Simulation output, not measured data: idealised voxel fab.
The document below concerns the process module designated voxel transistor to metal.
The width of the displayed cross-section, cut, is 265 nm; its cells are square, with a size of 5 nm.
Each cross-section below is a grid of square cells, stated as bands in top-down order, with one or more rows of cells making up each band. This entry defines a band. It first specifies the height of the band's top and the height of its bottom in nm, and then specifies the band's materials from left to right, stating each material with its width in nm. The word "everywhere" identifies a single material that fills the band from edge to edge, while the word "empty" identifies empty space. Height is counted from the level 0, under which the received wafer is composed throughout of one material. The lowest of the bands is not closed at the bottom but continues downward, in the notation "z 0 and below". Width "30->40": first value at the band's top row of cells, second value at its bottom row, equal change from row to row. Basically "identical to before" means that step didn't change any cell in the cross-section. In the "Enclosed empty spaces" entry, you get each enclosed empty space of 8 cells or more, one with no open way to the top, written width x height at distance, distance from the left edge, in nm. Note: text after step settings on the step line = simulator remark on that step. What "overlay nm" on a step's line means: if the step has a mask, that mask lay this far to the right of its planned place, or, when the value is negative, to the left.

### Process steps foreseen in the plan
1: RECEIVE (material Si)
2: CONFORMAL_DEP (material SiO2; thk nm 5)
3: CONFORMAL_DEP (material SiN; thk nm 10)
4: PATTERN (tone cover; mask id ACTIVE; material resist; width nm 105; pitch nm 125; thk nm 15; overlay nm 0)
5: DIRECTIONAL_ETCH (etch materials SiN; depth nm 10)
6: DIRECTIONAL_ETCH (etch materials SiO2; depth nm 5)
7: DIRECTIONAL_ETCH (etch materials Si; depth nm 35)
8: STRIP (etch materials resist)
9: OXIDIZE (depth nm 5)
10: FILL_DEP (material SiO2; thk nm 15)
11: CMP (height nm 15)
12: SELECTIVE_ETCH (etch materials SiO2; depth nm 5)
13: STRIP (etch materials SiN)
14: SELECTIVE_ETCH (etch materials SiO2; depth nm 5)
15: OXIDIZE (depth nm 5)
16: DIRECTIONAL_DEP (material polySi; thk nm 20)
17: DIRECTIONAL_DEP (material SiCN; thk nm 15)
18: PATTERN (tone cover; mask id GATE; material resist; width nm 25; pitch nm 125; thk nm 20; overlay nm 0)
19: DIRECTIONAL_ETCH (etch materials SiCN; depth nm 25)
20: DIRECTIONAL_ETCH (etch materials polySi; depth nm 30)
21: STRIP (etch materials resist)
22: CONFORMAL_DEP (material SiO2; thk nm 5)
23: DIRECTIONAL_ETCH (etch materials SiO2; depth nm 5)
24: CONFORMAL_DEP (material SiN; thk nm 5)
25: DIRECTIONAL_ETCH (etch materials SiN; depth nm 5)
26: DIRECTIONAL_ETCH (etch materials SiO2; depth nm 5)
27: DIRECTIONAL_ETCH (etch materials Si; depth nm 15)
28: EPI (material pSi; thk nm 20)
29: FILL_DEP (material SiO2; thk nm 5)
30: CMP (height nm 35)
31: DIRECTIONAL_DEP (material SiO2; thk nm 15)
32: MASKED_ETCH (tone open; mask id CONTACT; width nm 30; etch materials SiO2; depth nm 50; overlay nm 0)
33: CONFORMAL_DEP (material TiN; thk nm 5)
34: FILL_DEP (material W; thk nm 5)
35: CMP (height nm 50)
36: CONFORMAL_DEP (material SiCN; thk nm 5)
37: DIRECTIONAL_DEP (material lowk; thk nm 20)
38: MASKED_ETCH (tone open; mask id METAL_1; width nm 20; etch materials lowk; depth nm 20; overlay nm 0)
39: MASKED_ETCH (tone open; mask id METAL_1; width nm 20; etch materials SiCN; depth nm 5; overlay nm 0)
40: CONFORMAL_DEP (material TiN; thk nm 5)
41: FILL_DEP (material Cu; thk nm 5)
42: CMP (height nm 75)
43: CONFORMAL_DEP (material SiCN; thk nm 5)
44: DIRECTIONAL_DEP (material lowk; thk nm 25)
45: PATTERN (tone open; mask id METAL_2_HOLES; material resist; width nm 15; pitch nm 125; thk nm 15; overlay nm 0)
46: DIRECTIONAL_ETCH (etch materials lowk; depth nm 35)
47: STRIP (etch materials resist)
48: DIRECTIONAL_DEP (material aC; thk nm 10)
49: PATTERN (tone open; mask id METAL_2; material resist; width nm 20; pitch nm 125; thk nm 25; overlay nm 0)
50: DIRECTIONAL_ETCH (etch materials aC; depth nm 10)
51: STRIP (etch materials resist)
52: DIRECTIONAL_ETCH (etch materials lowk; depth nm 20)
53: DIRECTIONAL_ETCH (etch materials SiCN; depth nm 5)
54: STRIP (etch materials aC)
55: CONFORMAL_DEP (material TiN; thk nm 5)
56: FILL_DEP (material Cu; thk nm 10)
57: CMP (height nm 115)
58: CONFORMAL_DEP (material SiN; thk nm 5)
The plan's step 44 thk nm is the first wafer's value; the wafers differ in this setting and start identical.

### As-received cross-section, first of several wafers, post step 1
z 0 and below = Si everywhere
Enclosed empty spaces: none

### Post step 58, the closing step of the module: first of several wafers, cross-sectioned
z 120 to 115 = SiN everywhere
z 115 to 110 = Cu everywhere
z 110 to 105 = TiN: 25 | Cu: 10 | TiN: 115 | Cu: 10 | TiN: 105
z 105 to 90 = lowk: 20 | TiN: 5 | Cu: 10 | TiN: 5 | lowk: 105 | TiN: 5 | Cu: 10 | TiN: 5 | lowk: 100
z 90 to 80 = lowk: 20 | TiN: 5 | Cu: 5 | TiN: 10->5 | lowk: 105->110 | TiN: 5 | Cu: 5 | TiN: 10->5 | lowk: 100->105
z 80 to 75 = SiCN: 20 | TiN: 15 | SiCN: 110 | TiN: 15 | SiCN: 105
z 75 to 55 = lowk: 20 | TiN: 5 | Cu: 10 | TiN: 5 | lowk: 55 | TiN: 5 | Cu: 10 | TiN: 5 | lowk: 30 | TiN: 5 | Cu: 10 | TiN: 5 | lowk: 55 | TiN: 5 | Cu: 10 | TiN: 5 | lowk: 25
z 55 to 50 = SiCN: 20 | TiN: 20 | SiCN: 55 | TiN: 20 | SiCN: 30 | TiN: 20 | SiCN: 55 | TiN: 20 | SiCN: 25
z 50 to 40 = SiO2: 20 | TiN: 5 | W: 20 | TiN: 5 | SiO2: 35 | TiN: 5 | W: 20 | TiN: 5 | SiO2: 30 | TiN: 5 | W: 20 | TiN: 5 | SiO2: 35 | TiN: 5 | W: 20 | TiN: 5 | SiO2: 25
z 40 to 35 = SiO2: 20 | TiN: 5 | W: 15 | TiN: 10 | SiO2: 35 | TiN: 10 | W: 15 | TiN: 5 | SiO2: 30 | TiN: 5 | W: 15 | TiN: 10 | SiO2: 35 | TiN: 10 | W: 15 | TiN: 5 | SiO2: 25
z 35 to 20 = SiO2: 20 | TiN: 5 | W: 15 | TiN: 5 | SiN: 5 | SiO2: 5 | SiCN: 25 | SiO2: 5 | SiN: 5 | TiN: 5 | W: 15 | TiN: 5 | SiO2: 30 | TiN: 5 | W: 15 | TiN: 5 | SiN: 5 | SiO2: 5 | SiCN: 25 | SiO2: 5 | SiN: 5 | TiN: 5 | W: 15 | TiN: 5 | SiO2: 25
z 20 to 15 = SiO2: 20 | TiN: 25 | SiN: 5 | SiO2: 5 | polySi: 25 | SiO2: 5 | SiN: 5 | TiN: 25 | SiO2: 30 | TiN: 25 | SiN: 5 | SiO2: 5 | polySi: 25 | SiO2: 5 | SiN: 5 | TiN: 25 | SiO2: 25
z 15 to 5 = SiO2: 20 | TiN: 5 | pSi: 20 | SiN: 5 | SiO2: 5 | polySi: 25 | SiO2: 5 | SiN: 5 | pSi: 20 | TiN: 5 | SiO2: 30 | TiN: 5 | pSi: 20 | SiN: 5 | SiO2: 5 | polySi: 25 | SiO2: 5 | SiN: 5 | pSi: 20 | TiN: 5 | SiO2: 25
z 5 to 0 = SiO2: 15 | SiN: 5 | TiN: 5 | pSi: 20 | SiN: 5 | SiO2: 5 | polySi: 25 | SiO2: 5 | SiN: 5 | pSi: 20 | TiN: 5 | SiN: 5 | SiO2: 20 | SiN: 5 | TiN: 5 | pSi: 20 | SiN: 5 | SiO2: 5 | polySi: 25 | SiO2: 5 | SiN: 5 | pSi: 20 | TiN: 5 | SiN: 5 | SiO2: 20
z 0 to -5 = SiO2: 20 | pSi: 25 | SiO2: 45 | pSi: 25 | SiO2: 30 | pSi: 25 | SiO2: 45 | pSi: 25 | SiO2: 25
z -5 to -20 = SiO2: 20 | pSi: 25 | Si: 45 | pSi: 25 | SiO2: 30 | pSi: 25 | Si: 45 | pSi: 25 | SiO2: 25
z -20 to -40 = SiO2: 20 | Si: 95 | SiO2: 30 | Si: 95 | SiO2: 25
z -40 and below = Si everywhere
Enclosed empty spaces: none

### Cross-section of the final wafer among several, taken at the end of the module
z 120 to 115 = SiN everywhere
z 115 to 110 = lowk: 20 | TiN: 5 | Cu: 5 | TiN: 10 | lowk: 105 | TiN: 5 | Cu: 5 | TiN: 10 | lowk: 100
z 110 to 80 = lowk: 20 | TiN: 5 | Cu: 5 | TiN: 5 | lowk: 110 | TiN: 5 | Cu: 5 | TiN: 5 | lowk: 105
z 80 to 75 = SiCN: 20 | TiN: 15 | SiCN: 110 | TiN: 15 | SiCN: 105
z 75 to 55 = lowk: 20 | TiN: 5 | Cu: 10 | TiN: 5 | lowk: 55 | TiN: 5 | Cu: 10 | TiN: 5 | lowk: 30 | TiN: 5 | Cu: 10 | TiN: 5 | lowk: 55 | TiN: 5 | Cu: 10 | TiN: 5 | lowk: 25
z 55 to 50 = SiCN: 20 | TiN: 20 | SiCN: 55 | TiN: 20 | SiCN: 30 | TiN: 20 | SiCN: 55 | TiN: 20 | SiCN: 25
z 50 to 40 = SiO2: 20 | TiN: 5 | W: 20 | TiN: 5 | SiO2: 35 | TiN: 5 | W: 20 | TiN: 5 | SiO2: 30 | TiN: 5 | W: 20 | TiN: 5 | SiO2: 35 | TiN: 5 | W: 20 | TiN: 5 | SiO2: 25
z 40 to 35 = SiO2: 20 | TiN: 5 | W: 15 | TiN: 10 | SiO2: 35 | TiN: 10 | W: 15 | TiN: 5 | SiO2: 30 | TiN: 5 | W: 15 | TiN: 10 | SiO2: 35 | TiN: 10 | W: 15 | TiN: 5 | SiO2: 25
z 35 to 20 = SiO2: 20 | TiN: 5 | W: 15 | TiN: 5 | SiN: 5 | SiO2: 5 | SiCN: 25 | SiO2: 5 | SiN: 5 | TiN: 5 | W: 15 | TiN: 5 | SiO2: 30 | TiN: 5 | W: 15 | TiN: 5 | SiN: 5 | SiO2: 5 | SiCN: 25 | SiO2: 5 | SiN: 5 | TiN: 5 | W: 15 | TiN: 5 | SiO2: 25
z 20 to 15 = SiO2: 20 | TiN: 25 | SiN: 5 | SiO2: 5 | polySi: 25 | SiO2: 5 | SiN: 5 | TiN: 25 | SiO2: 30 | TiN: 25 | SiN: 5 | SiO2: 5 | polySi: 25 | SiO2: 5 | SiN: 5 | TiN: 25 | SiO2: 25
z 15 to 5 = SiO2: 20 | TiN: 5 | pSi: 20 | SiN: 5 | SiO2: 5 | polySi: 25 | SiO2: 5 | SiN: 5 | pSi: 20 | TiN: 5 | SiO2: 30 | TiN: 5 | pSi: 20 | SiN: 5 | SiO2: 5 | polySi: 25 | SiO2: 5 | SiN: 5 | pSi: 20 | TiN: 5 | SiO2: 25
z 5 to 0 = SiO2: 15 | SiN: 5 | TiN: 5 | pSi: 20 | SiN: 5 | SiO2: 5 | polySi: 25 | SiO2: 5 | SiN: 5 | pSi: 20 | TiN: 5 | SiN: 5 | SiO2: 20 | SiN: 5 | TiN: 5 | pSi: 20 | SiN: 5 | SiO2: 5 | polySi: 25 | SiO2: 5 | SiN: 5 | pSi: 20 | TiN: 5 | SiN: 5 | SiO2: 20
z 0 to -5 = SiO2: 20 | pSi: 25 | SiO2: 45 | pSi: 25 | SiO2: 30 | pSi: 25 | SiO2: 45 | pSi: 25 | SiO2: 25
z -5 to -20 = SiO2: 20 | pSi: 25 | Si: 45 | pSi: 25 | SiO2: 30 | pSi: 25 | Si: 45 | pSi: 25 | SiO2: 25
z -20 to -40 = SiO2: 20 | Si: 95 | SiO2: 30 | Si: 95 | SiO2: 25
z -40 and below = Si everywhere
Enclosed empty spaces: none

### For your reference, the table is organized with a row per wafer; each row reflects the wafer at the end of the module, indicating for each material the cells gained (+) or lost (-) since receipt, and thereafter its closed voids
thk nm 25, +105 Cu, -218 Si, +114 SiCN, +85 SiN, +354 SiO2, +209 TiN, +80 W, +375 lowk, +128 pSi, +40 polySi, Enclosed empty spaces: none
thk nm 30, +54 Cu, -218 Si, +114 SiCN, +85 SiN, +354 SiO2, +213 TiN, +80 W, +422 lowk, +128 pSi, +40 polySi, Enclosed empty spaces: none
thk nm 35, +52 Cu, -218 Si, +114 SiCN, +85 SiN, +354 SiO2, +168 TiN, +80 W, +469 lowk, +128 pSi, +40 polySi, Enclosed empty spaces: none
thk nm 40, +50 Cu, -218 Si, +114 SiCN, +85 SiN, +354 SiO2, +168 TiN, +80 W, +471 lowk, +128 pSi, +40 polySi, Enclosed empty spaces: none
thk nm 45, +48 Cu, -218 Si, +114 SiCN, +85 SiN, +354 SiO2, +168 TiN, +80 W, +473 lowk, +128 pSi, +40 polySi, Enclosed empty spaces: none
thk nm 50, +46 Cu, -218 Si, +114 SiCN, +85 SiN, +354 SiO2, +168 TiN, +80 W, +475 lowk, +128 pSi, +40 polySi, Enclosed empty spaces: none
